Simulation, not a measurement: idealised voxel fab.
Documented hereafter: the process module known as voxel trench capacitor.
It is cross-section cut that appears here, measuring 250 nm in width, its square cells being 5 nm in size.
In what follows, cross-sections appear as grids of square cells, described through bands that run from the top down, where every band is one or more rows of cells.
What a band's entry tells you: where the top is and where the bottom is, as heights in nm, and after that what lies inside, material by material from left to right, each with its width in nm. Empty space is written as the word "air", and a single material marked with the word "edge to edge" occupies the band from edge to edge.
Zero point of the height axis is 0; under it, received wafer = one material. Lowest band: continues down indefinitely, "z 0 and below".
The two numbers in a width such as "30 to 40" mark its ends across the band: the first belongs to the top row of cells, the second to the bottom row, and from each row to the next the width moves by the same amount.
What does "nothing changed" mean for a step? It means no cell of the cross-section changed in that step.
In "Closed cavity list" the enclosed voids are listed, meaning empty spaces of 8 cells or larger without any opening to the top. The form is width x height at distance, distance from the left edge, units nm.
Past the settings on a step's line: simulator remark, on that step.
overlay nm: mask right of planned place by this much (step with mask). Neg. = left.

The planned process steps are enumerated hereunder
1 RECEIVE: material Si
2 CONFORMAL_DEP: material SiN, thk nm 10
3 DIRECTIONAL_DEP: material aC, thk nm 15
4 PATTERN: tone open, mask id TRENCH, material resist, width nm 25, pitch nm 50, thk nm 35, overlay nm 0
5 DIRECTIONAL_ETCH: etch materials aC, depth nm 15
6 STRIP: etch materials resist
7 DIRECTIONAL_ETCH: etch materials SiN, depth nm 10
8 DIRECTIONAL_ETCH: etch materials Si, depth nm 25
9 STRIP: etch materials aC
10 CONFORMAL_DEP: material SiO2, thk nm 5
11 FILL_DEP: material polySi, thk nm 5
12 CMP: height nm 10

Cross-section of the incoming wafer, state after step 1
> z 0 and below  Si edge to edge
> Closed cavity list: none

Starting wafer: above. Plan: above. Run: one mistake. Cross-section after the module: below
> z 10 to 0  SiN 75, SiO2 5, polySi 15, SiO2 5, SiN 25, SiO2 5, polySi 15, SiO2 5, SiN 100
> z 0 to -20  Si 75, SiO2 5, polySi 15, SiO2 5, Si 25, SiO2 5, polySi 15, SiO2 5, Si 100
> z -20 to -25  Si 75, SiO2 25, Si 25, SiO2 25, Si 100
> z -25 and below  Si edge to edge
> Closed cavity list: none
The plan and the run diverged here: step 4 off recipe, ran as PATTERN: tone open, mask id TRENCH, material resist, width nm 25, pitch nm 50, thk nm 35, overlay nm -10
